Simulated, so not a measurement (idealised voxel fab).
Proc. module: voxel self aligned vias
This is section cut - it's 280 nm across, gridded in 5 nm square cells.
Square cells in a grid make up a cross-section in this document, and the grid is given as bands, listed from the top down, each one or more rows of cells. Heights first: top, then bottom, in nm. Then materials, left to right, each with a width in nm. "all across" on a single material: fills the band edge to edge. "air": empty space. Heights are measured from 0, the level below which the as-received wafer is all one material; the lowest band has no bottom and continues downward, written as in "0 down". Think of "30..40" as a width that walks from the first number to the second as you go down the band, top row to bottom row, taking equal-sized steps from row to row. Step marked "nothing different"? Then no cell in the cross-section changed in it. Heads up: "Closed void catalog" only lists the empty pockets with no open path to the top that are 8 cells or more, and it writes them as width x height at distance, distance from the left edge, in nm. Heads up: the bit after the settings on a step's line is the simulator's remark on that step. Regarding "overlay nm": on a step with a mask, it is the distance the mask lay to the right of its planned place; a negative value places it to the left.

-- Set out below are the planned steps of the process
step 1: RECEIVE: material Si
step 2: CONFORMAL_DEP: material SiO2, thk nm 10
step 3: CONFORMAL_DEP: material SiCN, thk nm 5
step 4: DIRECTIONAL_DEP: material SiO2, thk nm 25
step 5: PATTERN: tone open, mask id LINES, material resist, width nm 20, pitch nm 50, thk nm 15, overlay nm 0
step 6: DIRECTIONAL_ETCH: etch materials SiO2, depth nm 25
step 7: STRIP: etch materials resist
step 8: CONFORMAL_DEP: material TiN, thk nm 5
step 9: FILL_DEP: material Ru, thk nm 10
step 10: CMP: height nm 40
step 11: SELECTIVE_ETCH: etch materials W Ru TiN, depth nm 5
step 12: FILL_DEP: material SiN, thk nm 10
step 13: CMP: height nm 40
step 14: DIRECTIONAL_DEP: material SiO2, thk nm 20
step 15: MASKED_ETCH: tone open, mask id VIAS, width nm 30, pitch nm 50, etch materials SiO2, depth nm 20, overlay nm 0
step 16: MASKED_ETCH: tone open, mask id VIAS, width nm 30, pitch nm 50, etch materials SiN, depth nm 5, overlay nm 0
step 17: CONFORMAL_DEP: material TiN, thk nm 5
step 18: FILL_DEP: material W, thk nm 10
step 19: CMP: height nm 60
step 20: CONFORMAL_DEP: material SiCN, thk nm 5

-- Below: the first of two wafers, run as planned

-- Cross-section of the wafer upon arrival, representing the state reached after step 1
> 0 down  Si all across
> Closed void catalog: none

-- You're looking at a cross-section of the wafer after step 2
> 10 to 0  SiO2 all across
> Below 0 it's all the same as before, nothing changed down there.

-- You're looking at a cross-section of the wafer after step 3
> 15 to 10  SiCN all across
> Below 10 it's all the same as before, nothing changed down there.

-- You're looking at a cross-section of the wafer after step 4
> 40 to 15  SiO2 all across
> Below 15 it's all the same as before, nothing changed down there.

-- You're looking at a cross-section of the wafer after step 5
> 55 to 40  resist=80 / air=20 / resist=30 / air=20 / resist=30 / air=20 / resist=80
> Below 40 it's all the same as before, nothing changed down there.

-- You're looking at a cross-section of the wafer after step 6
> 55 to 40  resist=80 / air=20 / resist=30 / air=20 / resist=30 / air=20 / resist=80
> 40 to 15  SiO2=80 / air=20 / SiO2=30 / air=20 / SiO2=30 / air=20 / SiO2=80
> Below 15 it's all the same as before, nothing changed down there.

-- You're looking at a cross-section of the wafer after step 7
> 40 to 15  SiO2=80 / air=20 / SiO2=30 / air=20 / SiO2=30 / air=20 / SiO2=80
> Below 15 it's all the same as before, nothing changed down there.

-- You're looking at a cross-section of the wafer after step 8
> 45 to 40  TiN=85 / air=10 / TiN=40 / air=10 / TiN=40 / air=10 / TiN=85
> 40 to 20  SiO2=80 / TiN=5 / air=10 / TiN=5 / SiO2=30 / TiN=5 / air=10 / TiN=5 / SiO2=30 / TiN=5 / air=10 / TiN=5 / SiO2=80
> 20 to 15  SiO2=80 / TiN=20 / SiO2=30 / TiN=20 / SiO2=30 / TiN=20 / SiO2=80
> Below 15 it's all the same as before, nothing changed down there.

-- You're looking at a cross-section of the wafer after step 9
> 55 to 45  Ru all across
> 45 to 40  TiN=85 / Ru=10 / TiN=40 / Ru=10 / TiN=40 / Ru=10 / TiN=85
> 40 to 20  SiO2=80 / TiN=5 / Ru=10 / TiN=5 / SiO2=30 / TiN=5 / Ru=10 / TiN=5 / SiO2=30 / TiN=5 / Ru=10 / TiN=5 / SiO2=80
> Below 20 it's all the same as before, nothing changed down there.

-- You're looking at a cross-section of the wafer after step 10
> 40 to 20  SiO2=80 / TiN=5 / Ru=10 / TiN=5 / SiO2=30 / TiN=5 / Ru=10 / TiN=5 / SiO2=30 / TiN=5 / Ru=10 / TiN=5 / SiO2=80
> Below 20 it's all the same as before, nothing changed down there.

-- You're looking at a cross-section of the wafer after step 11
> 40 to 35  SiO2=80 / air=20 / SiO2=30 / air=20 / SiO2=30 / air=20 / SiO2=80
> Below 35 it's all the same as before, nothing changed down there.

-- You're looking at a cross-section of the wafer after step 12
> 50 to 40  SiN all across
> 40 to 35  SiO2=80 / SiN=20 / SiO2=30 / SiN=20 / SiO2=30 / SiN=20 / SiO2=80
> Below 35 it's all the same as before, nothing changed down there.

-- You're looking at a cross-section of the wafer after step 13
> 40 to 35  SiO2=80 / SiN=20 / SiO2=30 / SiN=20 / SiO2=30 / SiN=20 / SiO2=80
> Below 35 it's all the same as before, nothing changed down there.

-- You're looking at a cross-section of the wafer after step 14
> 60 to 40  SiO2 all across
> Below 40 it's all the same as before, nothing changed down there.

-- You're looking at a cross-section of the wafer after step 15
> 60 to 40  SiO2=75 / air=30 / SiO2=20 / air=30 / SiO2=20 / air=30 / SiO2=75
> Below 40 it's all the same as before, nothing changed down there.

-- You're looking at a cross-section of the wafer after step 16
> 60 to 40  SiO2=75 / air=30 / SiO2=20 / air=30 / SiO2=20 / air=30 / SiO2=75
> 40 to 35  SiO2=80 / air=20 / SiO2=30 / air=20 / SiO2=30 / air=20 / SiO2=80
> Below 35 it's all the same as before, nothing changed down there.

-- You're looking at a cross-section of the wafer after step 17
> 65 to 60  TiN=80 / air=20 / TiN=30 / air=20 / TiN=30 / air=20 / TiN=80
> 60 to 45  SiO2=75 / TiN=5 / air=20 / TiN=5 / SiO2=20 / TiN=5 / air=20 / TiN=5 / SiO2=20 / TiN=5 / air=20 / TiN=5 / SiO2=75
> 45 to 40  SiO2=75 / TiN=10 / air=10 / TiN=10 / SiO2=20 / TiN=10 / air=10 / TiN=10 / SiO2=20 / TiN=10 / air=10 / TiN=10 / SiO2=75
> 40 to 35  SiO2=80 / TiN=20 / SiO2=30 / TiN=20 / SiO2=30 / TiN=20 / SiO2=80
> Below 35 it's all the same as before, nothing changed down there.

-- You're looking at a cross-section of the wafer after step 18
> 75 to 65  W all across
> 65 to 60  TiN=80 / W=20 / TiN=30 / W=20 / TiN=30 / W=20 / TiN=80
> 60 to 45  SiO2=75 / TiN=5 / W=20 / TiN=5 / SiO2=20 / TiN=5 / W=20 / TiN=5 / SiO2=20 / TiN=5 / W=20 / TiN=5 / SiO2=75
> 45 to 40  SiO2=75 / TiN=10 / W=10 / TiN=10 / SiO2=20 / TiN=10 / W=10 / TiN=10 / SiO2=20 / TiN=10 / W=10 / TiN=10 / SiO2=75
> Below 40 it's all the same as before, nothing changed down there.

-- You're looking at a cross-section of the wafer after step 19
> 60 to 45  SiO2=75 / TiN=5 / W=20 / TiN=5 / SiO2=20 / TiN=5 / W=20 / TiN=5 / SiO2=20 / TiN=5 / W=20 / TiN=5 / SiO2=75
> Below 45 it's all the same as before, nothing changed down there.

-- You're looking at a cross-section of the wafer after step 20
> 65 to 60  SiCN all across
> Below 60 it's all the same as before, nothing changed down there.

-- Wafer two: like wafer one in start and plan, but with one mistake in execution; identical up to and including step 2

-- Look at the second wafer in cross-section at the time step 3 ought to have finished
> 35 to 0  SiO2 all across
> Below 0 it's all the same as before, nothing changed down there.

-- Look at the second wafer in cross-section at the time step 4 ought to have finished
> 40 to 35  SiCN all across
> Below 35 it's all the same as before, nothing changed down there.

-- Look at the second wafer in cross-section at the time step 5 ought to have finished
> 55 to 40  resist=80 / air=20 / resist=30 / air=20 / resist=30 / air=20 / resist=80
> Below 40 it's all the same as before, nothing changed down there.

Look at the second wafer in cross-section at the time step 6 ought to have finished: nothing different

-- Look at the second wafer in cross-section at the time step 7 ought to have finished
> 40 to 35  SiCN all across
> Below 35 it's all the same as before, nothing changed down there.

-- Look at the second wafer in cross-section at the time step 8 ought to have finished
> 45 to 40  TiN all across
> Below 40 it's all the same as before, nothing changed down there.

-- Look at the second wafer in cross-section at the time step 9 ought to have finished
> 55 to 45  Ru all across
> Below 45 it's all the same as before, nothing changed down there.

-- Look at the second wafer in cross-section at the time step 10 ought to have finished
> 40 to 35  SiCN all across
> Below 35 it's all the same as before, nothing changed down there.

Look at the second wafer in cross-section at the time step 11 ought to have finished: nothing different

-- Look at the second wafer in cross-section at the time step 12 ought to have finished
> 50 to 40  SiN all across
> Below 40 it's all the same as before, nothing changed down there.

-- Look at the second wafer in cross-section at the time step 13 ought to have finished
> 40 to 35  SiCN all across
> Below 35 it's all the same as before, nothing changed down there.

-- Look at the second wafer in cross-section at the time step 14 ought to have finished
> 60 to 40  SiO2 all across
> Below 40 it's all the same as before, nothing changed down there.

-- Look at the second wafer in cross-section at the time step 15 ought to have finished
> 60 to 40  SiO2=75 / air=30 / SiO2=20 / air=30 / SiO2=20 / air=30 / SiO2=75
> Below 40 it's all the same as before, nothing changed down there.

Look at the second wafer in cross-section at the time step 16 ought to have finished: nothing different

-- Look at the second wafer in cross-section at the time step 17 ought to have finished
> 65 to 60  TiN=80 / air=20 / TiN=30 / air=20 / TiN=30 / air=20 / TiN=80
> 60 to 45  SiO2=75 / TiN=5 / air=20 / TiN=5 / SiO2=20 / TiN=5 / air=20 / TiN=5 / SiO2=20 / TiN=5 / air=20 / TiN=5 / SiO2=75
> 45 to 40  SiO2=75 / TiN=30 / SiO2=20 / TiN=30 / SiO2=20 / TiN=30 / SiO2=75
> Below 40 it's all the same as before, nothing changed down there.

-- Look at the second wafer in cross-section at the time step 18 ought to have finished
> 75 to 65  W all across
> 65 to 60  TiN=80 / W=20 / TiN=30 / W=20 / TiN=30 / W=20 / TiN=80
> 60 to 45  SiO2=75 / TiN=5 / W=20 / TiN=5 / SiO2=20 / TiN=5 / W=20 / TiN=5 / SiO2=20 / TiN=5 / W=20 / TiN=5 / SiO2=75
> Below 45 it's all the same as before, nothing changed down there.

-- Look at the second wafer in cross-section at the time step 19 ought to have finished
> 60 to 45  SiO2=75 / TiN=5 / W=20 / TiN=5 / SiO2=20 / TiN=5 / W=20 / TiN=5 / SiO2=20 / TiN=5 / W=20 / TiN=5 / SiO2=75
> Below 45 it's all the same as before, nothing changed down there.

-- Look at the second wafer in cross-section at the time step 20 ought to have finished
> 65 to 60  SiCN all across
> Below 60 it's all the same as before, nothing changed down there.
Error vs. plan: mixed up steps 3 and 4 - ran each in the other's place
Heads up, by the end the second wafer has more or fewer cells of some materials compared to the first: Ru: 18 fewer, SiO2: 60 more, TiN: 36 fewer, W: 6 fewer
